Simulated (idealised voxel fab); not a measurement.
process module | voxel capacitor over wiring
Square cell edge 5 nm, section width 190 nm, ID cut.
Bands, listed from the top down, are how a cross-section gets written in this document; the cross-section itself is a grid of square cells, and a band is one or more rows of them.
In this notation a band is specified by the heights of its top and bottom, in that order and in nm, after which its materials appear from left to right, each paired with its width in nm. The word "all across" attached to a single material means that material fills the band from edge to edge; the word "air" stands for empty space.
A quick word on heights: they are counted from 0, and under that level the wafer as it came to us is one material throughout. The lowest band is different from the rest in having no bottom; it simply continues downward, written as in "from 0 down".
It should be noted that a width expressed as "30 to 40" varies in equal increments from row to row of cells within the band, taking the value of the first number at the top row and that of the second number at the bottom row.
What does "no change" mean for a step? It means no cell of the cross-section changed in that step.
"Encapsulated voids" means: voids of 8 cells or more that are shut off from the top with no open way through. Written width x height at distance, distance from the left edge, in nm.
The remark found on a step's line after its settings is issued by the simulator itself and pertains to that step.
What "overlay nm" on a step's line means: if the step has a mask, that mask lay this far to the right of its planned place, or, when the value is negative, to the left.

[plan]
1) op RECEIVE | material Si
2) op CONFORMAL_DEP | material SiO2 | thk nm 10
3) op CONFORMAL_DEP | material SiN | thk nm 5
4) op DIRECTIONAL_DEP | material SiO2 | thk nm 15
5) op DIRECTIONAL_DEP | material aC | thk nm 10
6) op PATTERN | tone open | mask id METAL_1 | material resist | width nm 30 | pitch nm 80 | thk nm 30 | overlay nm 0
7) op DIRECTIONAL_ETCH | etch materials aC | depth nm 10
8) op STRIP | etch materials resist
9) op DIRECTIONAL_ETCH | etch materials SiO2 | depth nm 15
10) op DIRECTIONAL_ETCH | etch materials SiN | depth nm 5
11) op STRIP | etch materials aC
12) op CONFORMAL_DEP | material TiN | thk nm 5
13) op FILL_DEP | material Ru | thk nm 10
14) op CMP | height nm 30
15) op EPI | material Ru | thk nm 5
16) op FILL_DEP | material SiCN | thk nm 5
17) op DIRECTIONAL_DEP | material SiO2 | thk nm 10
18) op MASKED_ETCH | tone open | mask id PLUG_1 | width nm 15 | etch materials SiO2 | depth nm 10 | overlay nm 0
19) op MASKED_ETCH | tone open | mask id PLUG_1 | width nm 15 | etch materials SiCN | depth nm 5 | overlay nm 0
20) op CONFORMAL_DEP | material TiN | thk nm 5
21) op FILL_DEP | material Cu | thk nm 5
22) op CMP | height nm 50
23) op DIRECTIONAL_DEP | material TiN | thk nm 5
24) op DIRECTIONAL_DEP | material HfO2 | thk nm 5
25) op DIRECTIONAL_DEP | material TiN | thk nm 10
26) op DIRECTIONAL_DEP | material aC | thk nm 15
27) op PATTERN | tone cover | mask id UPPER_PLATE | material resist | width nm 55 | thk nm 30 | overlay nm 0
28) op DIRECTIONAL_ETCH | etch materials aC | depth nm 15
29) op STRIP | etch materials resist
30) op DIRECTIONAL_ETCH | etch materials TiN | depth nm 10
31) op DIRECTIONAL_ETCH | etch materials HfO2 | depth nm 5
32) op STRIP | etch materials aC
33) op PATTERN | tone cover | mask id LOWER_PLATE | material resist | width nm 65 | thk nm 15 | overlay nm 0
34) op DIRECTIONAL_ETCH | etch materials TiN | depth nm 5
35) op STRIP | etch materials resist
36) op FILL_DEP | material SiO2 | thk nm 20
37) op CMP | height nm 85
38) op MASKED_ETCH | tone open | mask id PLUG_2 | width nm 15 | etch materials SiO2 | depth nm 15 | overlay nm 0
39) op CONFORMAL_DEP | material TiN | thk nm 5
40) op FILL_DEP | material W | thk nm 5
41) op CMP | height nm 85
42) op CONFORMAL_DEP | material SiCN | thk nm 5

[First of the two wafers, run per plan]

[Incoming wafer, cross-sectional view, post step 1]
- from 0 down | Si all across
- Encapsulated voids: none

[Presented here is a cross-section of the wafer after step 2 has been performed]
- from 10 to 0 | SiO2 all across
- Below 0 it's all the same as before, nothing changed down there.

[Presented here is a cross-section of the wafer after step 3 has been performed]
- from 15 to 10 | SiN all across
- Below 10 it's all the same as before, nothing changed down there.

[Presented here is a cross-section of the wafer after step 4 has been performed]
- from 30 to 15 | SiO2 all across
- Below 15 it's all the same as before, nothing changed down there.

[Presented here is a cross-section of the wafer after step 5 has been performed]
- from 40 to 30 | aC all across
- Below 30 it's all the same as before, nothing changed down there.

[Presented here is a cross-section of the wafer after step 6 has been performed]
- from 70 to 40 | resist (40) | air (30) | resist (50) | air (30) | resist (40)
- Below 40 it's all the same as before, nothing changed down there.

[Presented here is a cross-section of the wafer after step 7 has been performed]
- from 60 to 40 | resist (40) | air (30) | resist (50) | air (30) | resist (40)
- from 40 to 30 | aC (40) | air (30) | aC (50) | air (30) | aC (40)
- Below 30 it's all the same as before, nothing changed down there.

[Presented here is a cross-section of the wafer after step 8 has been performed]
- from 40 to 30 | aC (40) | air (30) | aC (50) | air (30) | aC (40)
- Below 30 it's all the same as before, nothing changed down there.

[Presented here is a cross-section of the wafer after step 9 has been performed]
- from 40 to 30 | aC (40) | air (30) | aC (50) | air (30) | aC (40)
- from 30 to 15 | SiO2 (40) | air (30) | SiO2 (50) | air (30) | SiO2 (40)
- Below 15 it's all the same as before, nothing changed down there.

[Presented here is a cross-section of the wafer after step 10 has been performed]
- from 40 to 30 | aC (40) | air (30) | aC (50) | air (30) | aC (40)
- from 30 to 15 | SiO2 (40) | air (30) | SiO2 (50) | air (30) | SiO2 (40)
- from 15 to 10 | SiN (40) | air (30) | SiN (50) | air (30) | SiN (40)
- Below 10 it's all the same as before, nothing changed down there.

[Presented here is a cross-section of the wafer after step 11 has been performed]
- from 30 to 15 | SiO2 (40) | air (30) | SiO2 (50) | air (30) | SiO2 (40)
- Below 15 it's all the same as before, nothing changed down there.

[Presented here is a cross-section of the wafer after step 12 has been performed]
- from 35 to 30 | TiN (45) | air (20) | TiN (60) | air (20) | TiN (45)
- from 30 to 15 | SiO2 (40) | TiN (5) | air (20) | TiN (5) | SiO2 (50) | TiN (5) | air (20) | TiN (5) | SiO2 (40)
- from 15 to 10 | SiN (40) | TiN (30) | SiN (50) | TiN (30) | SiN (40)
- Below 10 it's all the same as before, nothing changed down there.

[Presented here is a cross-section of the wafer after step 13 has been performed]
- from 45 to 35 | Ru all across
- from 35 to 30 | TiN (45) | Ru (20) | TiN (60) | Ru (20) | TiN (45)
- from 30 to 15 | SiO2 (40) | TiN (5) | Ru (20) | TiN (5) | SiO2 (50) | TiN (5) | Ru (20) | TiN (5) | SiO2 (40)
- Below 15 it's all the same as before, nothing changed down there.

[Presented here is a cross-section of the wafer after step 14 has been performed]
- from 30 to 15 | SiO2 (40) | TiN (5) | Ru (20) | TiN (5) | SiO2 (50) | TiN (5) | Ru (20) | TiN (5) | SiO2 (40)
- Below 15 it's all the same as before, nothing changed down there.

[Presented here is a cross-section of the wafer after step 15 has been performed]
- from 35 to 30 | air (35) | Ru (40) | air (40) | Ru (40) | air (35)
- Below 30 it's all the same as before, nothing changed down there.

[Presented here is a cross-section of the wafer after step 16 has been performed]
- from 40 to 35 | SiCN all across
- from 35 to 30 | SiCN (35) | Ru (40) | SiCN (40) | Ru (40) | SiCN (35)
- Below 30 it's all the same as before, nothing changed down there.

[Presented here is a cross-section of the wafer after step 17 has been performed]
- from 50 to 40 | SiO2 all across
- Below 40 it's all the same as before, nothing changed down there.

[Presented here is a cross-section of the wafer after step 18 has been performed]
- from 50 to 40 | SiO2 (55) | air (15) | SiO2 (120)
- Below 40 it's all the same as before, nothing changed down there.

[Presented here is a cross-section of the wafer after step 19 has been performed]
- from 50 to 40 | SiO2 (55) | air (15) | SiO2 (120)
- from 40 to 35 | SiCN (55) | air (15) | SiCN (120)
- Below 35 it's all the same as before, nothing changed down there.

[Presented here is a cross-section of the wafer after step 20 has been performed]
- from 55 to 50 | TiN (60) | air (5) | TiN (125)
- from 50 to 40 | SiO2 (55) | TiN (5) | air (5) | TiN (5) | SiO2 (120)
- from 40 to 35 | SiCN (55) | TiN (15) | SiCN (120)
- Below 35 it's all the same as before, nothing changed down there.

[Presented here is a cross-section of the wafer after step 21 has been performed]
- from 60 to 55 | Cu all across
- from 55 to 50 | TiN (60) | Cu (5) | TiN (125)
- from 50 to 40 | SiO2 (55) | TiN (5) | Cu (5) | TiN (5) | SiO2 (120)
- Below 40 it's all the same as before, nothing changed down there.

[Presented here is a cross-section of the wafer after step 22 has been performed]
- from 50 to 40 | SiO2 (55) | TiN (5) | Cu (5) | TiN (5) | SiO2 (120)
- Below 40 it's all the same as before, nothing changed down there.

[Presented here is a cross-section of the wafer after step 23 has been performed]
- from 55 to 50 | TiN all across
- Below 50 it's all the same as before, nothing changed down there.

[Presented here is a cross-section of the wafer after step 24 has been performed]
- from 60 to 55 | HfO2 all across
- Below 55 it's all the same as before, nothing changed down there.

[Presented here is a cross-section of the wafer after step 25 has been performed]
- from 70 to 60 | TiN all across
- Below 60 it's all the same as before, nothing changed down there.

[Presented here is a cross-section of the wafer after step 26 has been performed]
- from 85 to 70 | aC all across
- Below 70 it's all the same as before, nothing changed down there.

[Presented here is a cross-section of the wafer after step 27 has been performed]
- from 115 to 85 | air (55) | resist (55) | air (80)
- Below 85 it's all the same as before, nothing changed down there.

[Presented here is a cross-section of the wafer after step 28 has been performed]
- from 100 to 85 | air (55) | resist (55) | air (80)
- from 85 to 70 | air (55) | aC (55) | air (80)
- Below 70 it's all the same as before, nothing changed down there.

[Presented here is a cross-section of the wafer after step 29 has been performed]
- from 85 to 70 | air (55) | aC (55) | air (80)
- Below 70 it's all the same as before, nothing changed down there.

[Presented here is a cross-section of the wafer after step 30 has been performed]
- from 85 to 70 | air (55) | aC (55) | air (80)
- from 70 to 60 | air (55) | TiN (55) | air (80)
- Below 60 it's all the same as before, nothing changed down there.

[Presented here is a cross-section of the wafer after step 31 has been performed]
- from 85 to 70 | air (55) | aC (55) | air (80)
- from 70 to 60 | air (55) | TiN (55) | air (80)
- from 60 to 55 | air (55) | HfO2 (55) | air (80)
- Below 55 it's all the same as before, nothing changed down there.

[Presented here is a cross-section of the wafer after step 32 has been performed]
- from 70 to 60 | air (55) | TiN (55) | air (80)
- Below 60 it's all the same as before, nothing changed down there.

[Presented here is a cross-section of the wafer after step 33 has been performed]
- from 85 to 70 | air (50) | resist (65) | air (75)
- from 70 to 60 | air (50) | resist (5) | TiN (55) | resist (5) | air (75)
- from 60 to 55 | air (50) | resist (5) | HfO2 (55) | resist (5) | air (75)
- Below 55 it's all the same as before, nothing changed down there.

[Presented here is a cross-section of the wafer after step 34 has been performed]
- from 85 to 70 | air (50) | resist (65) | air (75)
- from 70 to 60 | air (50) | resist (5) | TiN (55) | resist (5) | air (75)
- from 60 to 55 | air (50) | resist (5) | HfO2 (55) | resist (5) | air (75)
- from 55 to 50 | air (50) | TiN (65) | air (75)
- Below 50 it's all the same as before, nothing changed down there.

[Presented here is a cross-section of the wafer after step 35 has been performed]
- from 70 to 60 | air (55) | TiN (55) | air (80)
- from 60 to 55 | air (55) | HfO2 (55) | air (80)
- Below 55 it's all the same as before, nothing changed down there.

[Presented here is a cross-section of the wafer after step 36 has been performed]
- from 90 to 70 | SiO2 all across
- from 70 to 60 | SiO2 (55) | TiN (55) | SiO2 (80)
- from 60 to 55 | SiO2 (55) | HfO2 (55) | SiO2 (80)
- from 55 to 50 | SiO2 (50) | TiN (65) | SiO2 (75)
- Below 50 it's all the same as before, nothing changed down there.

[Presented here is a cross-section of the wafer after step 37 has been performed]
- from 85 to 70 | SiO2 all across
- Below 70 it's all the same as before, nothing changed down there.

[Presented here is a cross-section of the wafer after step 38 has been performed]
- from 85 to 70 | SiO2 (65) | air (15) | SiO2 (110)
- Below 70 it's all the same as before, nothing changed down there.

[Presented here is a cross-section of the wafer after step 39 has been performed]
- from 90 to 85 | TiN (70) | air (5) | TiN (115)
- from 85 to 75 | SiO2 (65) | TiN (5) | air (5) | TiN (5) | SiO2 (110)
- from 75 to 70 | SiO2 (65) | TiN (15) | SiO2 (110)
- Below 70 it's all the same as before, nothing changed down there.

[Presented here is a cross-section of the wafer after step 40 has been performed]
- from 95 to 90 | W all across
- from 90 to 85 | TiN (70) | W (5) | TiN (115)
- from 85 to 75 | SiO2 (65) | TiN (5) | W (5) | TiN (5) | SiO2 (110)
- Below 75 it's all the same as before, nothing changed down there.

[Presented here is a cross-section of the wafer after step 41 has been performed]
- from 85 to 75 | SiO2 (65) | TiN (5) | W (5) | TiN (5) | SiO2 (110)
- Below 75 it's all the same as before, nothing changed down there.

[Presented here is a cross-section of the wafer after step 42 has been performed]
- from 90 to 85 | SiCN all across
- Below 85 it's all the same as before, nothing changed down there.

[The second wafer began exactly as the first did and followed the same plan, but one mistake was made while running it; through step 13 inclusive, the two wafers are identical]

The second wafer cut through, at the time step 14 was supposed to be finished: no change

[The second wafer cut through, at the time step 15 was supposed to be finished]
- from 50 to 35 | Ru all across
- Below 35 it's all the same as before, nothing changed down there.

[The second wafer cut through, at the time step 16 was supposed to be finished]
- from 55 to 50 | SiCN all across
- Below 50 it's all the same as before, nothing changed down there.

[The second wafer cut through, at the time step 17 was supposed to be finished]
- from 65 to 55 | SiO2 all across
- Below 55 it's all the same as before, nothing changed down there.

[The second wafer cut through, at the time step 18 was supposed to be finished]
- from 65 to 55 | SiO2 (55) | air (15) | SiO2 (120)
- Below 55 it's all the same as before, nothing changed down there.

[The second wafer cut through, at the time step 19 was supposed to be finished]
- from 65 to 55 | SiO2 (55) | air (15) | SiO2 (120)
- from 55 to 50 | SiCN (55) | air (15) | SiCN (120)
- Below 50 it's all the same as before, nothing changed down there.

[The second wafer cut through, at the time step 20 was supposed to be finished]
- from 70 to 65 | TiN (60) | air (5) | TiN (125)
- from 65 to 55 | SiO2 (55) | TiN (5) | air (5) | TiN (5) | SiO2 (120)
- from 55 to 50 | SiCN (55) | TiN (15) | SiCN (120)
- Below 50 it's all the same as before, nothing changed down there.

[The second wafer cut through, at the time step 21 was supposed to be finished]
- from 75 to 70 | Cu all across
- from 70 to 65 | TiN (60) | Cu (5) | TiN (125)
- from 65 to 55 | SiO2 (55) | TiN (5) | Cu (5) | TiN (5) | SiO2 (120)
- Below 55 it's all the same as before, nothing changed down there.

[The second wafer cut through, at the time step 22 was supposed to be finished]
- from 50 to 35 | Ru all across
- Below 35 it's all the same as before, nothing changed down there.

[The second wafer cut through, at the time step 23 was supposed to be finished]
- from 55 to 50 | TiN all across
- Below 50 it's all the same as before, nothing changed down there.

[The second wafer cut through, at the time step 24 was supposed to be finished]
- from 60 to 55 | HfO2 all across
- Below 55 it's all the same as before, nothing changed down there.

[The second wafer cut through, at the time step 25 was supposed to be finished]
- from 70 to 60 | TiN all across
- Below 60 it's all the same as before, nothing changed down there.

[The second wafer cut through, at the time step 26 was supposed to be finished]
- from 85 to 70 | aC all across
- Below 70 it's all the same as before, nothing changed down there.

[The second wafer cut through, at the time step 27 was supposed to be finished]
- from 115 to 85 | air (55) | resist (55) | air (80)
- Below 85 it's all the same as before, nothing changed down there.

[The second wafer cut through, at the time step 28 was supposed to be finished]
- from 100 to 85 | air (55) | resist (55) | air (80)
- from 85 to 70 | air (55) | aC (55) | air (80)
- Below 70 it's all the same as before, nothing changed down there.

[The second wafer cut through, at the time step 29 was supposed to be finished]
- from 85 to 70 | air (55) | aC (55) | air (80)
- Below 70 it's all the same as before, nothing changed down there.

[The second wafer cut through, at the time step 30 was supposed to be finished]
- from 85 to 70 | air (55) | aC (55) | air (80)
- from 70 to 60 | air (55) | TiN (55) | air (80)
- Below 60 it's all the same as before, nothing changed down there.

[The second wafer cut through, at the time step 31 was supposed to be finished]
- from 85 to 70 | air (55) | aC (55) | air (80)
- from 70 to 60 | air (55) | TiN (55) | air (80)
- from 60 to 55 | air (55) | HfO2 (55) | air (80)
- Below 55 it's all the same as before, nothing changed down there.

[The second wafer cut through, at the time step 32 was supposed to be finished]
- from 70 to 60 | air (55) | TiN (55) | air (80)
- Below 60 it's all the same as before, nothing changed down there.

[The second wafer cut through, at the time step 33 was supposed to be finished]
- from 85 to 70 | air (50) | resist (65) | air (75)
- from 70 to 60 | air (50) | resist (5) | TiN (55) | resist (5) | air (75)
- from 60 to 55 | air (50) | resist (5) | HfO2 (55) | resist (5) | air (75)
- Below 55 it's all the same as before, nothing changed down there.

[The second wafer cut through, at the time step 34 was supposed to be finished]
- from 85 to 70 | air (50) | resist (65) | air (75)
- from 70 to 60 | air (50) | resist (5) | TiN (55) | resist (5) | air (75)
- from 60 to 55 | air (50) | resist (5) | HfO2 (55) | resist (5) | air (75)
- from 55 to 50 | air (50) | TiN (65) | air (75)
- Below 50 it's all the same as before, nothing changed down there.

[The second wafer cut through, at the time step 35 was supposed to be finished]
- from 70 to 60 | air (55) | TiN (55) | air (80)
- from 60 to 55 | air (55) | HfO2 (55) | air (80)
- Below 55 it's all the same as before, nothing changed down there.

[The second wafer cut through, at the time step 36 was supposed to be finished]
- from 90 to 70 | SiO2 all across
- from 70 to 60 | SiO2 (55) | TiN (55) | SiO2 (80)
- from 60 to 55 | SiO2 (55) | HfO2 (55) | SiO2 (80)
- from 55 to 50 | SiO2 (50) | TiN (65) | SiO2 (75)
- Below 50 it's all the same as before, nothing changed down there.

[The second wafer cut through, at the time step 37 was supposed to be finished]
- from 85 to 70 | SiO2 all across
- Below 70 it's all the same as before, nothing changed down there.

[The second wafer cut through, at the time step 38 was supposed to be finished]
- from 85 to 70 | SiO2 (65) | air (15) | SiO2 (110)
- Below 70 it's all the same as before, nothing changed down there.

[The second wafer cut through, at the time step 39 was supposed to be finished]
- from 90 to 85 | TiN (70) | air (5) | TiN (115)
- from 85 to 75 | SiO2 (65) | TiN (5) | air (5) | TiN (5) | SiO2 (110)
- from 75 to 70 | SiO2 (65) | TiN (15) | SiO2 (110)
- Below 70 it's all the same as before, nothing changed down there.

[The second wafer cut through, at the time step 40 was supposed to be finished]
- from 95 to 90 | W all across
- from 90 to 85 | TiN (70) | W (5) | TiN (115)
- from 85 to 75 | SiO2 (65) | TiN (5) | W (5) | TiN (5) | SiO2 (110)
- Below 75 it's all the same as before, nothing changed down there.

[The second wafer cut through, at the time step 41 was supposed to be finished]
- from 85 to 75 | SiO2 (65) | TiN (5) | W (5) | TiN (5) | SiO2 (110)
- Below 75 it's all the same as before, nothing changed down there.

[The second wafer cut through, at the time step 42 was supposed to be finished]
- from 90 to 85 | SiCN all across
- Below 85 it's all the same as before, nothing changed down there.
Short version of what went wrong: step 14 was dropped from the plan's execution and never run
Final cells, second wafer relative to first, materials higher or lower: -2 Cu, +106 Ru, -57 SiCN, -70 SiO2, +23 TiN
